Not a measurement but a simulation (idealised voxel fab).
The name of this process module is voxel self aligned contacts.
Section shown: cut. Width: 235 nm. Cell size: 5 nm, square.
For the purposes of this document, a cross-section shall be understood as a grid of square cells, specified as bands listed in top-to-bottom order, each band consisting of one or more rows of cells. What a band's entry tells you: where the top is and where the bottom is, as heights in nm, and after that what lies inside, material by material from left to right, each with its width in nm. Empty space is written as the word "air", and a single material marked with the word "all across" occupies the band from edge to edge. Height datum 0, below which the as-received substrate wafer is one material. Lowest band open at the bottom, running downward: "0 nm and below". The width entry "30..40" should be interpreted row by row: the top row of cells in the band takes the first number, the bottom row takes the second number, and the change between adjacent rows is uniform throughout. Step marked "everything unchanged"? Then no cell in the cross-section changed in it. Heads up: "Enclosed internal cavities" only lists the empty pockets with no open path to the top that are 8 cells or more, and it writes them as width x height at distance, distance from the left edge, in nm. Read whatever lies past the settings on a step's line as the simulator's own remark about the step. overlay nm: mask right of planned place by this much (step with mask). Neg. = left.

**Planned step list for the process**
1,op RECEIVE | material Si
2,op OXIDIZE | depth nm 5
3,op DIRECTIONAL_DEP | material polySi | thk nm 30
4,op DIRECTIONAL_DEP | material SiN | thk nm 20
5,op PATTERN | tone cover | mask id GATE | material resist | width nm 30 | pitch nm 70 | thk nm 15 | overlay nm 0
6,op DIRECTIONAL_ETCH | etch materials SiN | depth nm 20
7,op DIRECTIONAL_ETCH | etch materials polySi | depth nm 30
8,op STRIP | etch materials resist
9,op CONFORMAL_DEP | material SiN | thk nm 10
10,op DIRECTIONAL_ETCH | etch materials SiN | depth nm 10
11,op FILL_DEP | material SiO2 | thk nm 20
12,op CMP | height nm 60
13,op DIRECTIONAL_DEP | material aC | thk nm 15
14,op PATTERN | tone open | mask id CONTACT | material resist | width nm 50 | pitch nm 70 | thk nm 30 | overlay nm 0
15,op DIRECTIONAL_ETCH | etch materials aC | depth nm 15
16,op STRIP | etch materials resist
17,op DIRECTIONAL_ETCH | etch materials SiO2 | depth nm 65
18,op STRIP | etch materials aC
19,op CONFORMAL_DEP | material TiN | thk nm 5
20,op FILL_DEP | material W | thk nm 5
21,op CMP | height nm 60
22,op CONFORMAL_DEP | material SiCN | thk nm 5

**Step 1 complete: cross-section of the wafer as received**
	0 nm and below  Si all across
	Enclosed internal cavities: none

**The first of the two wafers as seen in cross-section once the module was finished; processing followed the plan**
	65 nm to 60 nm  SiCN all across
	60 nm to 50 nm  55 nm SiO2; 5..20 nm TiN; 40..10 nm W; 5..20 nm TiN; 20 nm SiO2; 5..20 nm TiN; 40..10 nm W; 5..20 nm TiN; 60 nm SiO2
	50 nm to 30 nm  20 nm SiO2; 50 nm SiN; 5 nm TiN; 10 nm W; 5 nm TiN; 50 nm SiN; 5 nm TiN; 10 nm W; 5 nm TiN; 50 nm SiN; 25 nm SiO2
	30 nm to 0 nm  20 nm SiO2; 10 nm SiN; 30 nm polySi; 10 nm SiN; 5 nm TiN; 10 nm W; 5 nm TiN; 10 nm SiN; 30 nm polySi; 10 nm SiN; 5 nm TiN; 10 nm W; 5 nm TiN; 10 nm SiN; 30 nm polySi; 10 nm SiN; 25 nm SiO2
	0 nm to -5 nm  70 nm SiO2; 20 nm TiN; 50 nm SiO2; 20 nm TiN; 75 nm SiO2
	-5 nm and below  Si all across
	Enclosed internal cavities: none

**Here's the second of our two wafers sectioned at module end. Same start as the first, same plan, but one mistake got made running it**
	65 nm to 60 nm  SiCN all across
	60 nm to 50 nm  60 nm SiO2; 5..15 nm TiN; 40..10 nm W; 5..25 nm TiN; 20 nm SiO2; 5..15 nm TiN; 40..10 nm W; 5..25 nm TiN; 55 nm SiO2
	50 nm to 30 nm  20 nm SiO2; 50 nm SiN; 5 nm TiN; 10 nm W; 5 nm TiN; 50 nm SiN; 5 nm TiN; 10 nm W; 5 nm TiN; 50 nm SiN; 25 nm SiO2
	30 nm to 0 nm  20 nm SiO2; 10 nm SiN; 30 nm polySi; 10 nm SiN; 5 nm TiN; 10 nm W; 5 nm TiN; 10 nm SiN; 30 nm polySi; 10 nm SiN; 5 nm TiN; 10 nm W; 5 nm TiN; 10 nm SiN; 30 nm polySi; 10 nm SiN; 25 nm SiO2
	0 nm to -5 nm  70 nm SiO2; 20 nm TiN; 50 nm SiO2; 20 nm TiN; 75 nm SiO2
	-5 nm and below  Si all across
	Enclosed internal cavities: none
What went wrong in running the wafer? it should be noted that step 14 was executed with settings other than those planned, the operation and settings actually applied being op PATTERN | tone open | mask id CONTACT | material resist | width nm 50 | pitch nm 70 | thk nm 30 | overlay nm 5
In the final comparison it is observed that the number of cells assigned to each material is identical for the two wafers, whereas their placement is not.
